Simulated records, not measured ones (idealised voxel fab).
The following process module bears the name voxel wiring stack.
Section shown: cut. Width: 235 nm. Cell size: 5 nm, square.
This document writes a cross-section as a grid whose cells are square, and gives it as bands, listed from the top down; one or more rows of cells form a band.
Within each band entry, the heights of the top and of the bottom of the band appear first, in that order and in nm; the materials of the band then follow from left to right, each with its corresponding width in nm. The designation "full width" on a single material indicates that it fills the band from edge to edge; the designation "blank" indicates empty space.
Basically, 0 is our baseline, since under it the wafer straight out of the box is all one material. The bottom band has no lower end and keeps on going down, so it looks like "top 0, no bottom".
The width entry "30->40" should be interpreted row by row: the top row of cells in the band takes the first number, the bottom row takes the second number, and the change between adjacent rows is uniform throughout.
What does "remains unaltered" mean for a step? It means no cell of the cross-section changed in that step.
"Encapsulated voids" enumerates empty spaces isolated from the top, with no open way to it, that contain at least 8 cells, giving each as width x height at distance from the left edge, all three in nm.
Note: text after step settings on the step line = simulator remark on that step.
On any step carrying a mask, the "overlay nm" setting, if present on the step's line, tells how far right of its planned place the mask lay; negative values point to the left.
The steps planned for the process are as follows
1: op RECEIVE | material Si
2: op CONFORMAL_DEP | material SiO2 | thk nm 10
3: op CONFORMAL_DEP | material SiCN | thk nm 5
4: op DIRECTIONAL_DEP | material lowk | thk nm 15
5: op DIRECTIONAL_DEP | material aC | thk nm 15
6: op PATTERN | tone open | mask id METAL_1 | material resist | width nm 25 | pitch nm 50 | thk nm 30 | overlay nm 0
7: op DIRECTIONAL_ETCH | etch materials aC | depth nm 15
8: op STRIP | etch materials resist
9: op DIRECTIONAL_ETCH | etch materials lowk | depth nm 15
10: op DIRECTIONAL_ETCH | etch materials SiCN | depth nm 5
11: op STRIP | etch materials aC
12: op CONFORMAL_DEP | material TiN | thk nm 5
13: op FILL_DEP | material Cu | thk nm 10
14: op CMP | height nm 30
15: op CONFORMAL_DEP | material SiCN | thk nm 5
16: op DIRECTIONAL_DEP | material lowk | thk nm 15
17: op DIRECTIONAL_DEP | material aC | thk nm 10
18: op PATTERN | tone open | mask id PLUG_1 | material resist | width nm 15 | pitch nm 50 | thk nm 30 | overlay nm 0
19: op DIRECTIONAL_ETCH | etch materials aC | depth nm 10
20: op STRIP | etch materials resist
21: op DIRECTIONAL_ETCH | etch materials lowk | depth nm 15
22: op DIRECTIONAL_ETCH | etch materials SiCN | depth nm 5
23: op STRIP | etch materials aC
24: op CONFORMAL_DEP | material TiN | thk nm 5
25: op FILL_DEP | material Cu | thk nm 5
26: op CMP | height nm 50
27: op CONFORMAL_DEP | material SiCN | thk nm 5
28: op DIRECTIONAL_DEP | material SiO2 | thk nm 20
29: op PATTERN | tone open | mask id METAL_2 | material resist | width nm 25 | pitch nm 50 | thk nm 20 | overlay nm 0
30: op DIRECTIONAL_ETCH | etch materials SiO2 | depth nm 20
31: op DIRECTIONAL_ETCH | etch materials SiCN | depth nm 5
32: op STRIP | etch materials resist
33: op CONFORMAL_DEP | material TiN | thk nm 5
34: op FILL_DEP | material W | thk nm 10
35: op CMP | height nm 75
36: op CONFORMAL_DEP | material SiCN | thk nm 5
37: op DIRECTIONAL_DEP | material SiO2 | thk nm 25
38: op DIRECTIONAL_DEP | material aC | thk nm 15
39: op PATTERN | tone open | mask id METAL_3 | material resist | width nm 25 | pitch nm 50 | thk nm 35 | overlay nm 0
40: op DIRECTIONAL_ETCH | etch materials aC | depth nm 15
41: op STRIP | etch materials resist
42: op DIRECTIONAL_ETCH | etch materials SiO2 | depth nm 15
43: op STRIP | etch materials aC
44: op PATTERN | tone open | mask id METAL_3_HOLES | material resist | width nm 15 | pitch nm 50 | thk nm 15 | overlay nm 0
45: op DIRECTIONAL_ETCH | etch materials SiO2 | depth nm 10
46: op DIRECTIONAL_ETCH | etch materials SiCN | depth nm 5
47: op STRIP | etch materials resist
48: op CONFORMAL_DEP | material TiN | thk nm 5
49: op FILL_DEP | material Ru | thk nm 10
50: op CMP | height nm 105
51: op CONFORMAL_DEP | material SiCN | thk nm 5
So, the first of our two wafers, run just as we planned it
Incoming wafer, cross-sectional view, post step 1
  top 0, no bottom: Si full width
  Encapsulated voids: none
Sectional view: wafer, after step 2
  top 10, bottom 0: SiO2 full width
  Below a height of 0, the structure has not been altered.
Sectional view: wafer, after step 3
  top 15, bottom 10: SiCN full width
  Below a height of 10, the structure has not been altered.
Sectional view: wafer, after step 4
  top 30, bottom 15: lowk full width
  Below a height of 15, the structure has not been altered.
Sectional view: wafer, after step 5
  top 45, bottom 30: aC full width
  Below a height of 30, the structure has not been altered.
Sectional view: wafer, after step 6
  top 75, bottom 45: 80 nm resist; 25 nm blank; 25 nm resist; 25 nm blank; 80 nm resist
  Below a height of 45, the structure has not been altered.
Sectional view: wafer, after step 7
  top 60, bottom 45: 80 nm resist; 25 nm blank; 25 nm resist; 25 nm blank; 80 nm resist
  top 45, bottom 30: 80 nm aC; 25 nm blank; 25 nm aC; 25 nm blank; 80 nm aC
  Below a height of 30, the structure has not been altered.
Sectional view: wafer, after step 8
  top 45, bottom 30: 80 nm aC; 25 nm blank; 25 nm aC; 25 nm blank; 80 nm aC
  Below a height of 30, the structure has not been altered.
Sectional view: wafer, after step 9
  top 45, bottom 30: 80 nm aC; 25 nm blank; 25 nm aC; 25 nm blank; 80 nm aC
  top 30, bottom 15: 80 nm lowk; 25 nm blank; 25 nm lowk; 25 nm blank; 80 nm lowk
  Below a height of 15, the structure has not been altered.
Sectional view: wafer, after step 10
  top 45, bottom 30: 80 nm aC; 25 nm blank; 25 nm aC; 25 nm blank; 80 nm aC
  top 30, bottom 15: 80 nm lowk; 25 nm blank; 25 nm lowk; 25 nm blank; 80 nm lowk
  top 15, bottom 10: 80 nm SiCN; 25 nm blank; 25 nm SiCN; 25 nm blank; 80 nm SiCN
  Below a height of 10, the structure has not been altered.
Sectional view: wafer, after step 11
  top 30, bottom 15: 80 nm lowk; 25 nm blank; 25 nm lowk; 25 nm blank; 80 nm lowk
  Below a height of 15, the structure has not been altered.
Sectional view: wafer, after step 12
  top 35, bottom 30: 85 nm TiN; 15 nm blank; 35 nm TiN; 15 nm blank; 85 nm TiN
  top 30, bottom 15: 80 nm lowk; 5 nm TiN; 15 nm blank; 5 nm TiN; 25 nm lowk; 5 nm TiN; 15 nm blank; 5 nm TiN; 80 nm lowk
  top 15, bottom 10: 80 nm SiCN; 25 nm TiN; 25 nm SiCN; 25 nm TiN; 80 nm SiCN
  Below a height of 10, the structure has not been altered.
Sectional view: wafer, after step 13
  top 45, bottom 35: Cu full width
  top 35, bottom 30: 85 nm TiN; 15 nm Cu; 35 nm TiN; 15 nm Cu; 85 nm TiN
  top 30, bottom 15: 80 nm lowk; 5 nm TiN; 15 nm Cu; 5 nm TiN; 25 nm lowk; 5 nm TiN; 15 nm Cu; 5 nm TiN; 80 nm lowk
  Below a height of 15, the structure has not been altered.
Sectional view: wafer, after step 14
  top 30, bottom 15: 80 nm lowk; 5 nm TiN; 15 nm Cu; 5 nm TiN; 25 nm lowk; 5 nm TiN; 15 nm Cu; 5 nm TiN; 80 nm lowk
  Below a height of 15, the structure has not been altered.
Sectional view: wafer, after step 15
  top 35, bottom 30: SiCN full width
  Below a height of 30, the structure has not been altered.
Sectional view: wafer, after step 16
  top 50, bottom 35: lowk full width
  Below a height of 35, the structure has not been altered.
Sectional view: wafer, after step 17
  top 60, bottom 50: aC full width
  Below a height of 50, the structure has not been altered.
Sectional view: wafer, after step 18
  top 90, bottom 60: 80 nm resist; 15 nm blank; 35 nm resist; 15 nm blank; 90 nm resist
  Below a height of 60, the structure has not been altered.
Sectional view: wafer, after step 19
  top 80, bottom 60: 80 nm resist; 15 nm blank; 35 nm resist; 15 nm blank; 90 nm resist
  top 60, bottom 50: 80 nm aC; 15 nm blank; 35 nm aC; 15 nm blank; 90 nm aC
  Below a height of 50, the structure has not been altered.
Sectional view: wafer, after step 20
  top 60, bottom 50: 80 nm aC; 15 nm blank; 35 nm aC; 15 nm blank; 90 nm aC
  Below a height of 50, the structure has not been altered.
Sectional view: wafer, after step 21
  top 60, bottom 50: 80 nm aC; 15 nm blank; 35 nm aC; 15 nm blank; 90 nm aC
  top 50, bottom 35: 80 nm lowk; 15 nm blank; 35 nm lowk; 15 nm blank; 90 nm lowk
  Below a height of 35, the structure has not been altered.
Sectional view: wafer, after step 22
  top 60, bottom 50: 80 nm aC; 15 nm blank; 35 nm aC; 15 nm blank; 90 nm aC
  top 50, bottom 35: 80 nm lowk; 15 nm blank; 35 nm lowk; 15 nm blank; 90 nm lowk
  top 35, bottom 30: 80 nm SiCN; 15 nm blank; 35 nm SiCN; 15 nm blank; 90 nm SiCN
  Below a height of 30, the structure has not been altered.
Sectional view: wafer, after step 23
  top 50, bottom 35: 80 nm lowk; 15 nm blank; 35 nm lowk; 15 nm blank; 90 nm lowk
  Below a height of 35, the structure has not been altered.
Sectional view: wafer, after step 24
  top 55, bottom 50: 85 nm TiN; 5 nm blank; 45 nm TiN; 5 nm blank; 95 nm TiN
  top 50, bottom 35: 80 nm lowk; 5 nm TiN; 5 nm blank; 5 nm TiN; 35 nm lowk; 5 nm TiN; 5 nm blank; 5 nm TiN; 90 nm lowk
  top 35, bottom 30: 80 nm SiCN; 15 nm TiN; 35 nm SiCN; 15 nm TiN; 90 nm SiCN
  Below a height of 30, the structure has not been altered.
Sectional view: wafer, after step 25
  top 60, bottom 55: Cu full width
  top 55, bottom 50: 85 nm TiN; 5 nm Cu; 45 nm TiN; 5 nm Cu; 95 nm TiN
  top 50, bottom 35: 80 nm lowk; 5 nm TiN; 5 nm Cu; 5 nm TiN; 35 nm lowk; 5 nm TiN; 5 nm Cu; 5 nm TiN; 90 nm lowk
  Below a height of 35, the structure has not been altered.
Sectional view: wafer, after step 26
  top 50, bottom 35: 80 nm lowk; 5 nm TiN; 5 nm Cu; 5 nm TiN; 35 nm lowk; 5 nm TiN; 5 nm Cu; 5 nm TiN; 90 nm lowk
  Below a height of 35, the structure has not been altered.
Sectional view: wafer, after step 27
  top 55, bottom 50: SiCN full width
  Below a height of 50, the structure has not been altered.
Sectional view: wafer, after step 28
  top 75, bottom 55: SiO2 full width
  Below a height of 55, the structure has not been altered.
Sectional view: wafer, after step 29
  top 95, bottom 75: 80 nm resist; 25 nm blank; 25 nm resist; 25 nm blank; 80 nm resist
  Below a height of 75, the structure has not been altered.
Sectional view: wafer, after step 30
  top 95, bottom 75: 80 nm resist; 25 nm blank; 25 nm resist; 25 nm blank; 80 nm resist
  top 75, bottom 55: 80 nm SiO2; 25 nm blank; 25 nm SiO2; 25 nm blank; 80 nm SiO2
  Below a height of 55, the structure has not been altered.
Sectional view: wafer, after step 31
  top 95, bottom 75: 80 nm resist; 25 nm blank; 25 nm resist; 25 nm blank; 80 nm resist
  top 75, bottom 55: 80 nm SiO2; 25 nm blank; 25 nm SiO2; 25 nm blank; 80 nm SiO2
  top 55, bottom 50: 80 nm SiCN; 25 nm blank; 25 nm SiCN; 25 nm blank; 80 nm SiCN
  Below a height of 50, the structure has not been altered.
Sectional view: wafer, after step 32
  top 75, bottom 55: 80 nm SiO2; 25 nm blank; 25 nm SiO2; 25 nm blank; 80 nm SiO2
  Below a height of 55, the structure has not been altered.
Sectional view: wafer, after step 33
  top 80, bottom 75: 85 nm TiN; 15 nm blank; 35 nm TiN; 15 nm blank; 85 nm TiN
  top 75, bottom 55: 80 nm SiO2; 5 nm TiN; 15 nm blank; 5 nm TiN; 25 nm SiO2; 5 nm TiN; 15 nm blank; 5 nm TiN; 80 nm SiO2
  top 55, bottom 50: 80 nm SiCN; 25 nm TiN; 25 nm SiCN; 25 nm TiN; 80 nm SiCN
  Below a height of 50, the structure has not been altered.
Sectional view: wafer, after step 34
  top 90, bottom 80: W full width
  top 80, bottom 75: 85 nm TiN; 15 nm W; 35 nm TiN; 15 nm W; 85 nm TiN
  top 75, bottom 55: 80 nm SiO2; 5 nm TiN; 15 nm W; 5 nm TiN; 25 nm SiO2; 5 nm TiN; 15 nm W; 5 nm TiN; 80 nm SiO2
  Below a height of 55, the structure has not been altered.
Sectional view: wafer, after step 35
  top 75, bottom 55: 80 nm SiO2; 5 nm TiN; 15 nm W; 5 nm TiN; 25 nm SiO2; 5 nm TiN; 15 nm W; 5 nm TiN; 80 nm SiO2
  Below a height of 55, the structure has not been altered.
Sectional view: wafer, after step 36
  top 80, bottom 75: SiCN full width
  Below a height of 75, the structure has not been altered.
Sectional view: wafer, after step 37
  top 105, bottom 80: SiO2 full width
  Below a height of 80, the structure has not been altered.
Sectional view: wafer, after step 38
  top 120, bottom 105: aC full width
  Below a height of 105, the structure has not been altered.
Sectional view: wafer, after step 39
  top 155, bottom 120: 80 nm resist; 25 nm blank; 25 nm resist; 25 nm blank; 80 nm resist
  Below a height of 120, the structure has not been altered.
Sectional view: wafer, after step 40
  top 140, bottom 120: 80 nm resist; 25 nm blank; 25 nm resist; 25 nm blank; 80 nm resist
  top 120, bottom 105: 80 nm aC; 25 nm blank; 25 nm aC; 25 nm blank; 80 nm aC
  Below a height of 105, the structure has not been altered.
Sectional view: wafer, after step 41
  top 120, bottom 105: 80 nm aC; 25 nm blank; 25 nm aC; 25 nm blank; 80 nm aC
  Below a height of 105, the structure has not been altered.
Sectional view: wafer, after step 42
  top 120, bottom 105: 80 nm aC; 25 nm blank; 25 nm aC; 25 nm blank; 80 nm aC
  top 105, bottom 90: 80 nm SiO2; 25 nm blank; 25 nm SiO2; 25 nm blank; 80 nm SiO2
  Below a height of 90, the structure has not been altered.
Sectional view: wafer, after step 43
  top 105, bottom 90: 80 nm SiO2; 25 nm blank; 25 nm SiO2; 25 nm blank; 80 nm SiO2
  Below a height of 90, the structure has not been altered.
Sectional view: wafer, after step 44
  top 120, bottom 105: 80 nm resist; 15 nm blank; 35 nm resist; 15 nm blank; 90 nm resist
  top 105, bottom 90: 80 nm SiO2; 15 nm blank; 10 nm resist; 25 nm SiO2; 15 nm blank; 10 nm resist; 80 nm SiO2
  Below a height of 90, the structure has not been altered.
Sectional view: wafer, after step 45
  top 120, bottom 105: 80 nm resist; 15 nm blank; 35 nm resist; 15 nm blank; 90 nm resist
  top 105, bottom 90: 80 nm SiO2; 15 nm blank; 10 nm resist; 25 nm SiO2; 15 nm blank; 10 nm resist; 80 nm SiO2
  top 90, bottom 80: 80 nm SiO2; 15 nm blank; 35 nm SiO2; 15 nm blank; 90 nm SiO2
  Below a height of 80, the structure has not been altered.
Sectional view: wafer, after step 46
  top 120, bottom 105: 80 nm resist; 15 nm blank; 35 nm resist; 15 nm blank; 90 nm resist
  top 105, bottom 90: 80 nm SiO2; 15 nm blank; 10 nm resist; 25 nm SiO2; 15 nm blank; 10 nm resist; 80 nm SiO2
  top 90, bottom 80: 80 nm SiO2; 15 nm blank; 35 nm SiO2; 15 nm blank; 90 nm SiO2
  top 80, bottom 75: 80 nm SiCN; 15 nm blank; 35 nm SiCN; 15 nm blank; 90 nm SiCN
  Below a height of 75, the structure has not been altered.
Sectional view: wafer, after step 47
  top 105, bottom 90: 80 nm SiO2; 25 nm blank; 25 nm SiO2; 25 nm blank; 80 nm SiO2
  Below a height of 90, the structure has not been altered.
Sectional view: wafer, after step 48
  top 110, bottom 105: 85 nm TiN; 15 nm blank; 35 nm TiN; 15 nm blank; 85 nm TiN
  top 105, bottom 95: 80 nm SiO2; 5 nm TiN; 15 nm blank; 5 nm TiN; 25 nm SiO2; 5 nm TiN; 15 nm blank; 5 nm TiN; 80 nm SiO2
  top 95, bottom 90: 80 nm SiO2; 5 nm TiN; 5 nm blank; 15 nm TiN; 25 nm SiO2; 5 nm TiN; 5 nm blank; 15 nm TiN; 80 nm SiO2
  top 90, bottom 80: 80 nm SiO2; 5 nm TiN; 5 nm blank; 5 nm TiN; 35 nm SiO2; 5 nm TiN; 5 nm blank; 5 nm TiN; 90 nm SiO2
  top 80, bottom 75: 80 nm SiCN; 15 nm TiN; 35 nm SiCN; 15 nm TiN; 90 nm SiCN
  Below a height of 75, the structure has not been altered.
Sectional view: wafer, after step 49
  top 120, bottom 110: Ru full width
  top 110, bottom 105: 85 nm TiN; 15 nm Ru; 35 nm TiN; 15 nm Ru; 85 nm TiN
  top 105, bottom 95: 80 nm SiO2; 5 nm TiN; 15 nm Ru; 5 nm TiN; 25 nm SiO2; 5 nm TiN; 15 nm Ru; 5 nm TiN; 80 nm SiO2
  top 95, bottom 90: 80 nm SiO2; 5 nm TiN; 5 nm Ru; 15 nm TiN; 25 nm SiO2; 5 nm TiN; 5 nm Ru; 15 nm TiN; 80 nm SiO2
  top 90, bottom 80: 80 nm SiO2; 5 nm TiN; 5 nm Ru; 5 nm TiN; 35 nm SiO2; 5 nm TiN; 5 nm Ru; 5 nm TiN; 90 nm SiO2
  Below a height of 80, the structure has not been altered.
Sectional view: wafer, after step 50
  top 105, bottom 95: 80 nm SiO2; 5 nm TiN; 15 nm Ru; 5 nm TiN; 25 nm SiO2; 5 nm TiN; 15 nm Ru; 5 nm TiN; 80 nm SiO2
  Below a height of 95, the structure has not been altered.
Sectional view: wafer, after step 51
  top 110, bottom 105: SiCN full width
  Below a height of 105, the structure has not been altered.
second wafer: like start, like plan, one mistake. Through step 5 it matches the first wafer
Second wafer, cross-section, planned end of step 6
  top 75, bottom 45: 70 nm resist; 25 nm blank; 25 nm resist; 25 nm blank; 90 nm resist
  Below a height of 45, the structure has not been altered.
Second wafer, cross-section, planned end of step 7
  top 60, bottom 45: 70 nm resist; 25 nm blank; 25 nm resist; 25 nm blank; 90 nm resist
  top 45, bottom 30: 70 nm aC; 25 nm blank; 25 nm aC; 25 nm blank; 90 nm aC
  Below a height of 30, the structure has not been altered.
Second wafer, cross-section, planned end of step 8
  top 45, bottom 30: 70 nm aC; 25 nm blank; 25 nm aC; 25 nm blank; 90 nm aC
  Below a height of 30, the structure has not been altered.
Second wafer, cross-section, planned end of step 9
  top 45, bottom 30: 70 nm aC; 25 nm blank; 25 nm aC; 25 nm blank; 90 nm aC
  top 30, bottom 15: 70 nm lowk; 25 nm blank; 25 nm lowk; 25 nm blank; 90 nm lowk
  Below a height of 15, the structure has not been altered.
Second wafer, cross-section, planned end of step 10
  top 45, bottom 30: 70 nm aC; 25 nm blank; 25 nm aC; 25 nm blank; 90 nm aC
  top 30, bottom 15: 70 nm lowk; 25 nm blank; 25 nm lowk; 25 nm blank; 90 nm lowk
  top 15, bottom 10: 70 nm SiCN; 25 nm blank; 25 nm SiCN; 25 nm blank; 90 nm SiCN
  Below a height of 10, the structure has not been altered.
Second wafer, cross-section, planned end of step 11
  top 30, bottom 15: 70 nm lowk; 25 nm blank; 25 nm lowk; 25 nm blank; 90 nm lowk
  Below a height of 15, the structure has not been altered.
Second wafer, cross-section, planned end of step 12
  top 35, bottom 30: 75 nm TiN; 15 nm blank; 35 nm TiN; 15 nm blank; 95 nm TiN
  top 30, bottom 15: 70 nm lowk; 5 nm TiN; 15 nm blank; 5 nm TiN; 25 nm lowk; 5 nm TiN; 15 nm blank; 5 nm TiN; 90 nm lowk
  top 15, bottom 10: 70 nm SiCN; 25 nm TiN; 25 nm SiCN; 25 nm TiN; 90 nm SiCN
  Below a height of 10, the structure has not been altered.
Second wafer, cross-section, planned end of step 13
  top 45, bottom 35: Cu full width
  top 35, bottom 30: 75 nm TiN; 15 nm Cu; 35 nm TiN; 15 nm Cu; 95 nm TiN
  top 30, bottom 15: 70 nm lowk; 5 nm TiN; 15 nm Cu; 5 nm TiN; 25 nm lowk; 5 nm TiN; 15 nm Cu; 5 nm TiN; 90 nm lowk
  Below a height of 15, the structure has not been altered.
Second wafer, cross-section, planned end of step 14
  top 30, bottom 15: 70 nm lowk; 5 nm TiN; 15 nm Cu; 5 nm TiN; 25 nm lowk; 5 nm TiN; 15 nm Cu; 5 nm TiN; 90 nm lowk
  Below a height of 15, the structure has not been altered.
Second wafer, cross-section, planned end of step 15
  top 35, bottom 30: SiCN full width
  Below a height of 30, the structure has not been altered.
Second wafer, cross-section, planned end of step 16
  top 50, bottom 35: lowk full width
  Below a height of 35, the structure has not been altered.
Second wafer, cross-section, planned end of step 17
  top 60, bottom 50: aC full width
  Below a height of 50, the structure has not been altered.
Second wafer, cross-section, planned end of step 18
  top 90, bottom 60: 80 nm resist; 15 nm blank; 35 nm resist; 15 nm blank; 90 nm resist
  Below a height of 60, the structure has not been altered.
Second wafer, cross-section, planned end of step 19
  top 80, bottom 60: 80 nm resist; 15 nm blank; 35 nm resist; 15 nm blank; 90 nm resist
  top 60, bottom 50: 80 nm aC; 15 nm blank; 35 nm aC; 15 nm blank; 90 nm aC
  Below a height of 50, the structure has not been altered.
Second wafer, cross-section, planned end of step 20
  top 60, bottom 50: 80 nm aC; 15 nm blank; 35 nm aC; 15 nm blank; 90 nm aC
  Below a height of 50, the structure has not been altered.
Second wafer, cross-section, planned end of step 21
  top 60, bottom 50: 80 nm aC; 15 nm blank; 35 nm aC; 15 nm blank; 90 nm aC
  top 50, bottom 35: 80 nm lowk; 15 nm blank; 35 nm lowk; 15 nm blank; 90 nm lowk
  Below a height of 35, the structure has not been altered.
Second wafer, cross-section, planned end of step 22
  top 60, bottom 50: 80 nm aC; 15 nm blank; 35 nm aC; 15 nm blank; 90 nm aC
  top 50, bottom 35: 80 nm lowk; 15 nm blank; 35 nm lowk; 15 nm blank; 90 nm lowk
  top 35, bottom 30: 80 nm SiCN; 15 nm blank; 35 nm SiCN; 15 nm blank; 90 nm SiCN
  Below a height of 30, the structure has not been altered.
Second wafer, cross-section, planned end of step 23
  top 50, bottom 35: 80 nm lowk; 15 nm blank; 35 nm lowk; 15 nm blank; 90 nm lowk
  Below a height of 35, the structure has not been altered.
Second wafer, cross-section, planned end of step 24
  top 55, bottom 50: 85 nm TiN; 5 nm blank; 45 nm TiN; 5 nm blank; 95 nm TiN
  top 50, bottom 35: 80 nm lowk; 5 nm TiN; 5 nm blank; 5 nm TiN; 35 nm lowk; 5 nm TiN; 5 nm blank; 5 nm TiN; 90 nm lowk
  top 35, bottom 30: 80 nm SiCN; 15 nm TiN; 35 nm SiCN; 15 nm TiN; 90 nm SiCN
  Below a height of 30, the structure has not been altered.
Second wafer, cross-section, planned end of step 25
  top 60, bottom 55: Cu full width
  top 55, bottom 50: 85 nm TiN; 5 nm Cu; 45 nm TiN; 5 nm Cu; 95 nm TiN
  top 50, bottom 35: 80 nm lowk; 5 nm TiN; 5 nm Cu; 5 nm TiN; 35 nm lowk; 5 nm TiN; 5 nm Cu; 5 nm TiN; 90 nm lowk
  Below a height of 35, the structure has not been altered.
Second wafer, cross-section, planned end of step 26
  top 50, bottom 35: 80 nm lowk; 5 nm TiN; 5 nm Cu; 5 nm TiN; 35 nm lowk; 5 nm TiN; 5 nm Cu; 5 nm TiN; 90 nm lowk
  Below a height of 35, the structure has not been altered.
Second wafer, cross-section, planned end of step 27
  top 55, bottom 50: SiCN full width
  Below a height of 50, the structure has not been altered.
Second wafer, cross-section, planned end of step 28
  top 75, bottom 55: SiO2 full width
  Below a height of 55, the structure has not been altered.
Second wafer, cross-section, planned end of step 29
  top 95, bottom 75: 80 nm resist; 25 nm blank; 25 nm resist; 25 nm blank; 80 nm resist
  Below a height of 75, the structure has not been altered.
Second wafer, cross-section, planned end of step 30
  top 95, bottom 75: 80 nm resist; 25 nm blank; 25 nm resist; 25 nm blank; 80 nm resist
  top 75, bottom 55: 80 nm SiO2; 25 nm blank; 25 nm SiO2; 25 nm blank; 80 nm SiO2
  Below a height of 55, the structure has not been altered.
Second wafer, cross-section, planned end of step 31
  top 95, bottom 75: 80 nm resist; 25 nm blank; 25 nm resist; 25 nm blank; 80 nm resist
  top 75, bottom 55: 80 nm SiO2; 25 nm blank; 25 nm SiO2; 25 nm blank; 80 nm SiO2
  top 55, bottom 50: 80 nm SiCN; 25 nm blank; 25 nm SiCN; 25 nm blank; 80 nm SiCN
  Below a height of 50, the structure has not been altered.
Second wafer, cross-section, planned end of step 32
  top 75, bottom 55: 80 nm SiO2; 25 nm blank; 25 nm SiO2; 25 nm blank; 80 nm SiO2
  Below a height of 55, the structure has not been altered.
Second wafer, cross-section, planned end of step 33
  top 80, bottom 75: 85 nm TiN; 15 nm blank; 35 nm TiN; 15 nm blank; 85 nm TiN
  top 75, bottom 55: 80 nm SiO2; 5 nm TiN; 15 nm blank; 5 nm TiN; 25 nm SiO2; 5 nm TiN; 15 nm blank; 5 nm TiN; 80 nm SiO2
  top 55, bottom 50: 80 nm SiCN; 25 nm TiN; 25 nm SiCN; 25 nm TiN; 80 nm SiCN
  Below a height of 50, the structure has not been altered.
Second wafer, cross-section, planned end of step 34
  top 90, bottom 80: W full width
  top 80, bottom 75: 85 nm TiN; 15 nm W; 35 nm TiN; 15 nm W; 85 nm TiN
  top 75, bottom 55: 80 nm SiO2; 5 nm TiN; 15 nm W; 5 nm TiN; 25 nm SiO2; 5 nm TiN; 15 nm W; 5 nm TiN; 80 nm SiO2
  Below a height of 55, the structure has not been altered.
Second wafer, cross-section, planned end of step 35
  top 75, bottom 55: 80 nm SiO2; 5 nm TiN; 15 nm W; 5 nm TiN; 25 nm SiO2; 5 nm TiN; 15 nm W; 5 nm TiN; 80 nm SiO2
  Below a height of 55, the structure has not been altered.
Second wafer, cross-section, planned end of step 36
  top 80, bottom 75: SiCN full width
  Below a height of 75, the structure has not been altered.
Second wafer, cross-section, planned end of step 37
  top 105, bottom 80: SiO2 full width
  Below a height of 80, the structure has not been altered.
Second wafer, cross-section, planned end of step 38
  top 120, bottom 105: aC full width
  Below a height of 105, the structure has not been altered.
Second wafer, cross-section, planned end of step 39
  top 155, bottom 120: 80 nm resist; 25 nm blank; 25 nm resist; 25 nm blank; 80 nm resist
  Below a height of 120, the structure has not been altered.
Second wafer, cross-section, planned end of step 40
  top 140, bottom 120: 80 nm resist; 25 nm blank; 25 nm resist; 25 nm blank; 80 nm resist
  top 120, bottom 105: 80 nm aC; 25 nm blank; 25 nm aC; 25 nm blank; 80 nm aC
  Below a height of 105, the structure has not been altered.
Second wafer, cross-section, planned end of step 41
  top 120, bottom 105: 80 nm aC; 25 nm blank; 25 nm aC; 25 nm blank; 80 nm aC
  Below a height of 105, the structure has not been altered.
Second wafer, cross-section, planned end of step 42
  top 120, bottom 105: 80 nm aC; 25 nm blank; 25 nm aC; 25 nm blank; 80 nm aC
  top 105, bottom 90: 80 nm SiO2; 25 nm blank; 25 nm SiO2; 25 nm blank; 80 nm SiO2
  Below a height of 90, the structure has not been altered.
Second wafer, cross-section, planned end of step 43
  top 105, bottom 90: 80 nm SiO2; 25 nm blank; 25 nm SiO2; 25 nm blank; 80 nm SiO2
  Below a height of 90, the structure has not been altered.
Second wafer, cross-section, planned end of step 44
  top 120, bottom 105: 80 nm resist; 15 nm blank; 35 nm resist; 15 nm blank; 90 nm resist
  top 105, bottom 90: 80 nm SiO2; 15 nm blank; 10 nm resist; 25 nm SiO2; 15 nm blank; 10 nm resist; 80 nm SiO2
  Below a height of 90, the structure has not been altered.
Second wafer, cross-section, planned end of step 45
  top 120, bottom 105: 80 nm resist; 15 nm blank; 35 nm resist; 15 nm blank; 90 nm resist
  top 105, bottom 90: 80 nm SiO2; 15 nm blank; 10 nm resist; 25 nm SiO2; 15 nm blank; 10 nm resist; 80 nm SiO2
  top 90, bottom 80: 80 nm SiO2; 15 nm blank; 35 nm SiO2; 15 nm blank; 90 nm SiO2
  Below a height of 80, the structure has not been altered.
Second wafer, cross-section, planned end of step 46
  top 120, bottom 105: 80 nm resist; 15 nm blank; 35 nm resist; 15 nm blank; 90 nm resist
  top 105, bottom 90: 80 nm SiO2; 15 nm blank; 10 nm resist; 25 nm SiO2; 15 nm blank; 10 nm resist; 80 nm SiO2
  top 90, bottom 80: 80 nm SiO2; 15 nm blank; 35 nm SiO2; 15 nm blank; 90 nm SiO2
  top 80, bottom 75: 80 nm SiCN; 15 nm blank; 35 nm SiCN; 15 nm blank; 90 nm SiCN
  Below a height of 75, the structure has not been altered.
Second wafer, cross-section, planned end of step 47
  top 105, bottom 90: 80 nm SiO2; 25 nm blank; 25 nm SiO2; 25 nm blank; 80 nm SiO2
  Below a height of 90, the structure has not been altered.
Second wafer, cross-section, planned end of step 48
  top 110, bottom 105: 85 nm TiN; 15 nm blank; 35 nm TiN; 15 nm blank; 85 nm TiN
  top 105, bottom 95: 80 nm SiO2; 5 nm TiN; 15 nm blank; 5 nm TiN; 25 nm SiO2; 5 nm TiN; 15 nm blank; 5 nm TiN; 80 nm SiO2
  top 95, bottom 90: 80 nm SiO2; 5 nm TiN; 5 nm blank; 15 nm TiN; 25 nm SiO2; 5 nm TiN; 5 nm blank; 15 nm TiN; 80 nm SiO2
  top 90, bottom 80: 80 nm SiO2; 5 nm TiN; 5 nm blank; 5 nm TiN; 35 nm SiO2; 5 nm TiN; 5 nm blank; 5 nm TiN; 90 nm SiO2
  top 80, bottom 75: 80 nm SiCN; 15 nm TiN; 35 nm SiCN; 15 nm TiN; 90 nm SiCN
  Below a height of 75, the structure has not been altered.
Second wafer, cross-section, planned end of step 49
  top 120, bottom 110: Ru full width
  top 110, bottom 105: 85 nm TiN; 15 nm Ru; 35 nm TiN; 15 nm Ru; 85 nm TiN
  top 105, bottom 95: 80 nm SiO2; 5 nm TiN; 15 nm Ru; 5 nm TiN; 25 nm SiO2; 5 nm TiN; 15 nm Ru; 5 nm TiN; 80 nm SiO2
  top 95, bottom 90: 80 nm SiO2; 5 nm TiN; 5 nm Ru; 15 nm TiN; 25 nm SiO2; 5 nm TiN; 5 nm Ru; 15 nm TiN; 80 nm SiO2
  top 90, bottom 80: 80 nm SiO2; 5 nm TiN; 5 nm Ru; 5 nm TiN; 35 nm SiO2; 5 nm TiN; 5 nm Ru; 5 nm TiN; 90 nm SiO2
  Below a height of 80, the structure has not been altered.
Second wafer, cross-section, planned end of step 50
  top 105, bottom 95: 80 nm SiO2; 5 nm TiN; 15 nm Ru; 5 nm TiN; 25 nm SiO2; 5 nm TiN; 15 nm Ru; 5 nm TiN; 80 nm SiO2
  Below a height of 95, the structure has not been altered.
Second wafer, cross-section, planned end of step 51
  top 110, bottom 105: SiCN full width
  Below a height of 105, the structure has not been altered.
Diagnosis: heads up, step 6 didn't go per plan, it actually ran as op PATTERN | tone open | mask id METAL_1 | material resist | width nm 25 | pitch nm 50 | thk nm 30 | overlay nm -10
Tallied in cells, the final second wafer holds each material in the same quantity as the first, although not at the same places.
